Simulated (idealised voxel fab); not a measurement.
Process module heading - voxel wiring stack
Cross-sectional view cut (width: 200 nm; square cell size: 5 nm).
Bands, listed from the top down, are how a cross-section gets written in this document; the cross-section itself is a grid of square cells, and a band is one or more rows of them.
Top height, bottom height, nm. Materials left to right, width each, nm. Single material + "edge to edge" = fills band edge to edge. "empty" = empty.
The level at which height equals 0 is the one under which the wafer, as it arrives, is entirely one material. No lower edge exists for the bottom band, which continues downward and is notated as in "0 down".
So if you see something like "30->40" for the width, read it as the top row of the band sitting at the first number and the bottom row at the second, with every row in between moving by the same amount as the last.
Step note "everything unchanged" = no cross-section cell changed.
Any empty space of 8 cells or more lacking an open way to the top shows up in "Enclosed void listing" as width x height at distance, distance from the left edge, in nm.
The remark found on a step's line after its settings is issued by the simulator itself and pertains to that step.
"overlay nm", when on a step's line for a step with a mask, measures how far to the right of its planned place the mask lay; a negative measure means to the left.
**Here's what the planned process steps look like**
step 1: RECEIVE | material Si
step 2: CONFORMAL_DEP | material SiO2 | thk nm 15
step 3: DIRECTIONAL_DEP | material TiN | thk nm 5
step 4: DIRECTIONAL_DEP | material Ru | thk nm 15
step 5: MASKED_ETCH | tone cover | mask id METAL_1 | width nm 25 | pitch nm 50 | etch materials Ru | depth nm 15 | overlay nm 0
step 6: MASKED_ETCH | tone cover | mask id METAL_1 | width nm 25 | pitch nm 50 | etch materials TiN | depth nm 5 | overlay nm 0
step 7: CONFORMAL_DEP | material SiCN | thk nm 5
step 8: FILL_DEP | material SiO2 | thk nm 5
step 9: CMP | height nm 35
step 10: CONFORMAL_DEP | material SiCN | thk nm 5
step 11: DIRECTIONAL_DEP | material SiO2 | thk nm 20
step 12: DIRECTIONAL_DEP | material aC | thk nm 10
step 13: PATTERN | tone open | mask id PLUG_1 | material resist | width nm 15 | pitch nm 50 | thk nm 25 | overlay nm 0
step 14: DIRECTIONAL_ETCH | etch materials aC | depth nm 10
step 15: STRIP | etch materials resist
step 16: DIRECTIONAL_ETCH | etch materials SiO2 | depth nm 20
step 17: DIRECTIONAL_ETCH | etch materials SiCN | depth nm 5
step 18: STRIP | etch materials aC
step 19: EPI | material Ru | thk nm 10
step 20: EPI | material Ru | thk nm 10
step 21: EPI | material Ru | thk nm 5
step 22: DIRECTIONAL_DEP | material TiN | thk nm 5
step 23: DIRECTIONAL_DEP | material Ru | thk nm 20
step 24: MASKED_ETCH | tone cover | mask id METAL_2 | width nm 25 | pitch nm 50 | etch materials Ru | depth nm 20 | overlay nm 0
step 25: MASKED_ETCH | tone cover | mask id METAL_2 | width nm 25 | pitch nm 50 | etch materials TiN | depth nm 5 | overlay nm 0
step 26: CONFORMAL_DEP | material SiN | thk nm 5
step 27: FILL_DEP | material SiO2 | thk nm 10
step 28: CMP | height nm 85
step 29: CONFORMAL_DEP | material SiCN | thk nm 5
step 30: DIRECTIONAL_DEP | material lowk | thk nm 15
step 31: PATTERN | tone open | mask id PLUG_2 | material resist | width nm 15 | thk nm 15 | overlay nm 0
step 32: DIRECTIONAL_ETCH | etch materials lowk | depth nm 15
step 33: DIRECTIONAL_ETCH | etch materials SiCN | depth nm 5
step 34: STRIP | etch materials resist
step 35: CONFORMAL_DEP | material TiN | thk nm 5
step 36: FILL_DEP | material Cu | thk nm 10
step 37: CMP | height nm 105
step 38: DIRECTIONAL_DEP | material TiN | thk nm 5
step 39: DIRECTIONAL_DEP | material Ru | thk nm 15
step 40: MASKED_ETCH | tone cover | mask id METAL_3 | width nm 25 | pitch nm 50 | etch materials Ru | depth nm 15 | overlay nm 0
step 41: MASKED_ETCH | tone cover | mask id METAL_3 | width nm 25 | pitch nm 50 | etch materials TiN | depth nm 5 | overlay nm 0
step 42: CONFORMAL_DEP | material SiCN | thk nm 5
step 43: FILL_DEP | material lowk | thk nm 10
step 44: CMP | height nm 125
step 45: CONFORMAL_DEP | material SiCN | thk nm 5
**Incoming wafer, cross-sectional view, post step 1**
  0 down = Si edge to edge
  Enclosed void listing: none
**Wafer cross-section at end of module: start and plan as shown above, one execution error**
  130 to 125 = SiCN edge to edge
  125 to 110 = lowk 55 nm, then SiCN 5 nm, then Ru 25 nm, then SiCN 5 nm, then lowk 15 nm, then SiCN 5 nm, then Ru 25 nm, then SiCN 5 nm, then lowk 60 nm
  110 to 105 = SiCN 60 nm, then TiN 25 nm, then SiCN 25 nm, then TiN 25 nm, then SiCN 65 nm
  105 to 90 = lowk 60 nm, then TiN 5 nm, then Cu 5 nm, then TiN 5 nm, then lowk 125 nm
  90 to 85 = SiCN 60 nm, then TiN 15 nm, then SiCN 125 nm
  85 to 80 = SiO2 55 nm, then SiN 35 nm, then SiO2 15 nm, then SiN 35 nm, then SiO2 60 nm
  80 to 60 = SiO2 55 nm, then SiN 5 nm, then Ru 25 nm, then SiN 5 nm, then SiO2 15 nm, then SiN 5 nm, then Ru 25 nm, then SiN 5 nm, then SiO2 60 nm
  60 to 55 = SiN 60 nm, then TiN 25 nm, then SiN 25 nm, then TiN 25 nm, then SiN 65 nm
  55 to 35 = SiO2 60 nm, then Ru 15 nm, then SiO2 35 nm, then Ru 15 nm, then SiO2 75 nm
  35 to 30 = SiCN 60 nm, then Ru 15 nm, then SiCN 35 nm, then Ru 15 nm, then SiCN 75 nm
  30 to 20 = SiO2 55 nm, then SiCN 5 nm, then Ru 25 nm, then SiCN 5 nm, then SiO2 15 nm, then SiCN 5 nm, then Ru 25 nm, then SiCN 5 nm, then SiO2 60 nm
  20 to 15 = SiCN 60 nm, then TiN 25 nm, then SiCN 25 nm, then TiN 25 nm, then SiCN 65 nm
  15 to 0 = SiO2 edge to edge
  0 down = Si edge to edge
  Enclosed void listing: none
What went wrong in running the wafer? so step 9 ended up running with a different setting than we planned, it ran as CMP | height nm 30
